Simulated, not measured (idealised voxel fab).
A process module follows: voxel transistor to metal.
We display cut, a cross-section 265 nm in width whose square cells are each 5 nm.
Cross-sections here: square-cell grids, written as top-down lists of bands, a band being one or more rows of cells. The band entry comprises the height of the band's top followed by the height of its bottom, expressed in nm, and subsequently the band's materials from left to right, each stated together with its width in nm. Where a single material is marked with the word "all across", that material fills the band from edge to edge. The word "air" represents empty space. The level at which height equals 0 is the one under which the wafer, as it arrives, is entirely one material. No lower edge exists for the bottom band, which continues downward and is notated as in "from 0 down". A two-number width, for instance "30->40", indicates that the width is equal to the first number in the top row of the band and to the second number in the bottom row, and that it changes by a constant amount per row of cells. Where a step carries "nothing got changed", the cross-section came out of it unchanged, cell for cell. "Enclosed void list" lists enclosed empty spaces (at least 8 cells, no open path upward to the top), each as width x height at distance from the left edge, in nm. Past the settings on a step's line: simulator remark, on that step. The optional step-line setting "overlay nm" applies to steps with a mask and quantifies how far to the right of its planned location the mask lay, a negative value indicating leftward placement.

The steps planned for the process are as follows:
step 1: RECEIVE | material Si
step 2: CONFORMAL_DEP | material SiO2 | thk nm 5
step 3: CONFORMAL_DEP | material SiN | thk nm 10
step 4: PATTERN | tone cover | mask id ACTIVE | material resist | width nm 100 | pitch nm 125 | thk nm 20 | overlay nm 0
step 5: DIRECTIONAL_ETCH | etch materials SiN | depth nm 10
step 6: DIRECTIONAL_ETCH | etch materials SiO2 | depth nm 5
step 7: DIRECTIONAL_ETCH | etch materials Si | depth nm 25
step 8: STRIP | etch materials resist
step 9: OXIDIZE | depth nm 5
step 10: FILL_DEP | material SiO2 | thk nm 5
step 11: CMP | height nm 15
step 12: SELECTIVE_ETCH | etch materials SiO2 | depth nm 10
step 13: STRIP | etch materials SiN
step 14: SELECTIVE_ETCH | etch materials SiO2 | depth nm 5
step 15: OXIDIZE | depth nm 5
step 16: DIRECTIONAL_DEP | material polySi | thk nm 30
step 17: DIRECTIONAL_DEP | material SiCN | thk nm 15
step 18: DIRECTIONAL_DEP | material aC | thk nm 15
step 19: PATTERN | tone cover | mask id GATE | material resist | width nm 20 | pitch nm 125 | thk nm 30 | overlay nm 0
step 20: DIRECTIONAL_ETCH | etch materials aC | depth nm 15
step 21: STRIP | etch materials resist
step 22: DIRECTIONAL_ETCH | etch materials SiCN | depth nm 25
step 23: DIRECTIONAL_ETCH | etch materials polySi | depth nm 40
step 24: STRIP | etch materials aC
step 25: CONFORMAL_DEP | material SiN | thk nm 10
step 26: DIRECTIONAL_ETCH | etch materials SiN | depth nm 10
step 27: DIRECTIONAL_ETCH | etch materials SiO2 | depth nm 5
step 28: DIRECTIONAL_ETCH | etch materials Si | depth nm 10
step 29: EPI | material SiGe | thk nm 15
step 30: FILL_DEP | material SiO2 | thk nm 5
step 31: CMP | height nm 45
step 32: DIRECTIONAL_DEP | material SiO2 | thk nm 15
step 33: DIRECTIONAL_DEP | material aC | thk nm 15
step 34: PATTERN | tone open | mask id CONTACT | material resist | width nm 20 | thk nm 35 | overlay nm 0
step 35: DIRECTIONAL_ETCH | etch materials aC | depth nm 15
step 36: STRIP | etch materials resist
step 37: DIRECTIONAL_ETCH | etch materials SiO2 | depth nm 60
step 38: STRIP | etch materials aC
step 39: CONFORMAL_DEP | material TiN | thk nm 5
step 40: FILL_DEP | material Ru | thk nm 10
step 41: CMP | height nm 60
step 42: CONFORMAL_DEP | material SiN | thk nm 5
step 43: DIRECTIONAL_DEP | material lowk | thk nm 20
step 44: PATTERN | tone open | mask id METAL_1 | material resist | width nm 20 | thk nm 20 | overlay nm 0
step 45: DIRECTIONAL_ETCH | etch materials lowk | depth nm 20
step 46: DIRECTIONAL_ETCH | etch materials SiN | depth nm 5
step 47: STRIP | etch materials resist
step 48: CONFORMAL_DEP | material TiN | thk nm 5
step 49: FILL_DEP | material Ru | thk nm 5
step 50: CMP | height nm 85
step 51: CONFORMAL_DEP | material SiCN | thk nm 5
step 52: DIRECTIONAL_DEP | material lowk | thk nm 25
step 53: DIRECTIONAL_DEP | material aC | thk nm 15
step 54: PATTERN | tone open | mask id METAL_2_HOLES | material resist | width nm 15 | pitch nm 125 | thk nm 35 | overlay nm 0
step 55: DIRECTIONAL_ETCH | etch materials aC | depth nm 15
step 56: STRIP | etch materials resist
step 57: DIRECTIONAL_ETCH | etch materials lowk | depth nm 25
step 58: STRIP | etch materials aC
step 59: PATTERN | tone open | mask id METAL_2 | material resist | width nm 20 | pitch nm 125 | thk nm 20 | overlay nm 0
step 60: DIRECTIONAL_ETCH | etch materials lowk | depth nm 15
step 61: DIRECTIONAL_ETCH | etch materials SiCN | depth nm 5
step 62: STRIP | etch materials resist
step 63: CONFORMAL_DEP | material TiN | thk nm 5
step 64: FILL_DEP | material Ru | thk nm 10
step 65: CMP | height nm 115
step 66: CONFORMAL_DEP | material SiN | thk nm 5

Cross-sectional view of the wafer in its as-received condition, corresponding to the state after step 1:
  from 0 down | Si all across
  Enclosed void list: none

Starting structure and process plan are as shown above, but one mistake was made in running the module; the wafer cross-section at the end of the module follows:
  from 120 to 115 | SiN all across
  from 115 to 105 | lowk (25) | TiN (5) | Ru (15) | TiN (5) | lowk (100) | TiN (5) | Ru (15) | TiN (5) | lowk (90)
  from 105 to 95 | lowk (25->35) | TiN (15->5) | Ru (5) | TiN (5) | lowk (100->110) | TiN (15->5) | Ru (5) | TiN (5) | lowk (90)
  from 95 to 90 | lowk (35) | TiN (15) | lowk (110) | TiN (15) | lowk (90)
  from 90 to 85 | SiCN (35) | TiN (10) | SiCN (115) | TiN (10) | SiCN (95)
  from 85 to 65 | lowk (25) | TiN (5) | Ru (10) | TiN (5) | lowk (50) | TiN (5) | Ru (10) | TiN (5) | lowk (35) | TiN (5) | Ru (10) | TiN (5) | lowk (50) | TiN (5) | Ru (10) | TiN (5) | lowk (25)
  from 65 to 60 | SiN (25) | TiN (20) | SiN (50) | TiN (20) | SiN (35) | TiN (20) | SiN (50) | TiN (20) | SiN (25)
  from 60 to 45 | SiO2 (25) | TiN (5) | Ru (10) | TiN (5) | SiO2 (50) | TiN (5) | Ru (10) | TiN (5) | SiO2 (35) | TiN (5) | Ru (10) | TiN (5) | SiO2 (50) | TiN (5) | Ru (10) | TiN (5) | SiO2 (25)
  from 45 to 30 | SiO2 (25) | TiN (5) | Ru (10) | TiN (5) | SiO2 (5) | SiN (10) | SiCN (20) | SiN (10) | SiO2 (5) | TiN (5) | Ru (10) | TiN (5) | SiO2 (35) | TiN (5) | Ru (10) | TiN (5) | SiO2 (5) | SiN (10) | SiCN (20) | SiN (10) | SiO2 (5) | TiN (5) | Ru (10) | TiN (5) | SiO2 (25)
  from 30 to 15 | SiO2 (25) | TiN (5) | Ru (10) | TiN (5) | SiO2 (5) | SiN (10) | polySi (20) | SiN (10) | SiO2 (5) | TiN (5) | Ru (10) | TiN (5) | SiO2 (35) | TiN (5) | Ru (10) | TiN (5) | SiO2 (5) | SiN (10) | polySi (20) | SiN (10) | SiO2 (5) | TiN (5) | Ru (10) | TiN (5) | SiO2 (25)
  from 15 to 10 | SiO2 (25) | TiN (20) | SiO2 (5) | SiN (10) | polySi (20) | SiN (10) | SiO2 (5) | TiN (20) | SiO2 (35) | TiN (20) | SiO2 (5) | SiN (10) | polySi (20) | SiN (10) | SiO2 (5) | TiN (20) | SiO2 (25)
  from 10 to 0 | SiO2 (25) | TiN (10) | SiGe (15) | SiN (10) | polySi (20) | SiN (10) | SiGe (15) | TiN (10) | SiO2 (35) | TiN (10) | SiGe (15) | SiN (10) | polySi (20) | SiN (10) | SiGe (15) | TiN (10) | SiO2 (25)
  from 0 to -5 | SiO2 (20) | SiGe (30) | SiO2 (40) | SiGe (30) | SiO2 (25) | SiGe (30) | SiO2 (40) | SiGe (30) | SiO2 (20)
  from -5 to -15 | SiO2 (25) | SiGe (25) | Si (40) | SiGe (25) | SiO2 (35) | SiGe (25) | Si (40) | SiGe (25) | SiO2 (25)
  from -15 to -30 | SiO2 (25) | Si (90) | SiO2 (35) | Si (90) | SiO2 (25)
  from -30 down | Si all across
  Enclosed void list: none
Nonconformance to the process plan: step 54, actual vs plan mismatch, actual run PATTERN | tone open | mask id METAL_2_HOLES | material resist | width nm 15 | pitch nm 125 | thk nm 35 | overlay nm 10
